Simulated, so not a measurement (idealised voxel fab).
This is a process module. Its name is voxel self aligned vias.
We display cut, a cross-section 230 nm in width whose square cells are each 5 nm.
For the purposes of this document, a cross-section shall be understood as a grid of square cells, specified as bands listed in top-to-bottom order, each band consisting of one or more rows of cells. Band: top height; bottom height; in nm. Then, left to right: material with width in nm, for each material. "full width": a single material spanning edge to edge. "blank": empty space. Measure heights from 0. That's the level where, below it, the as-received wafer is all one material. The lowest band is bottomless and extends downward; write it as in "top 0, no bottom". Per-row width for "30..40": begins at first number (top row of band), ends at second number (bottom row), increment between rows held constant. The cross-section has no changed cell in any step marked "remains unaltered". Voids not open to the top, 8 cells minimum: see "Unvented voids". Written width x height at distance; distance is from the left edge; nm. after a step's settings: what the simulator itself notes on the step. Each step line may optionally specify "overlay nm", which for a step with a mask gives the rightward distance between the mask's planned place and where it lay, a negative value indicating the leftward direction.

Process steps foreseen in the plan
1,RECEIVE: material Si
2,CONFORMAL_DEP: material SiO2, thk nm 15
3,CONFORMAL_DEP: material SiCN, thk nm 5
4,DIRECTIONAL_DEP: material SiO2, thk nm 30
5,MASKED_ETCH: tone open, mask id LINES, width nm 30, pitch nm 65, etch materials SiO2, depth nm 30, overlay nm 0
6,CONFORMAL_DEP: material TiN, thk nm 5
7,FILL_DEP: material Ru, thk nm 5
8,CMP: height nm 50
9,SELECTIVE_ETCH: etch materials W Ru TiN, depth nm 10
10,FILL_DEP: material SiN, thk nm 5
11,CMP: height nm 50
12,DIRECTIONAL_DEP: material SiO2, thk nm 20
13,MASKED_ETCH: tone open, mask id VIAS, width nm 40, pitch nm 130, etch materials SiO2, depth nm 20, overlay nm 0
14,MASKED_ETCH: tone open, mask id VIAS, width nm 40, pitch nm 130, etch materials SiN, depth nm 10, overlay nm 0
15,CONFORMAL_DEP: material TiN, thk nm 5
16,FILL_DEP: material Ru, thk nm 5
17,CMP: height nm 70
18,CONFORMAL_DEP: material SiN, thk nm 5

Incoming wafer, cross-sectional view, post step 1
    top 0, no bottom  Si full width
    Unvented voids: none

Module complete, cross-section. Starting point and plan per above. One mistake made in running the module
    top 75, bottom 70  SiN full width
    top 70, bottom 50  30 SiO2, 5 TiN, 30 Ru, 5 TiN, 90 SiO2, 5 TiN, 30 Ru, 5 TiN, 30 SiO2
    top 50, bottom 45  30 SiO2, 5 TiN, 30 Ru, 5 TiN, 30 SiO2, 30 SiN, 30 SiO2, 5 TiN, 30 Ru, 5 TiN, 30 SiO2
    top 45, bottom 40  30 SiO2, 40 TiN, 30 SiO2, 30 SiN, 30 SiO2, 40 TiN, 30 SiO2
    top 40, bottom 25  35 SiO2, 5 TiN, 20 Ru, 5 TiN, 35 SiO2, 5 TiN, 20 Ru, 5 TiN, 35 SiO2, 5 TiN, 20 Ru, 5 TiN, 35 SiO2
    top 25, bottom 20  35 SiO2, 30 TiN, 35 SiO2, 30 TiN, 35 SiO2, 30 TiN, 35 SiO2
    top 20, bottom 15  SiCN full width
    top 15, bottom 0  SiO2 full width
    top 0, no bottom  Si full width
    Unvented voids: none
What broke from the plan during processing? step 13: run off-plan, actual operation and settings MASKED_ETCH: tone open, mask id VIAS, width nm 40, pitch nm 130, etch materials SiO2, depth nm 30, overlay nm 0
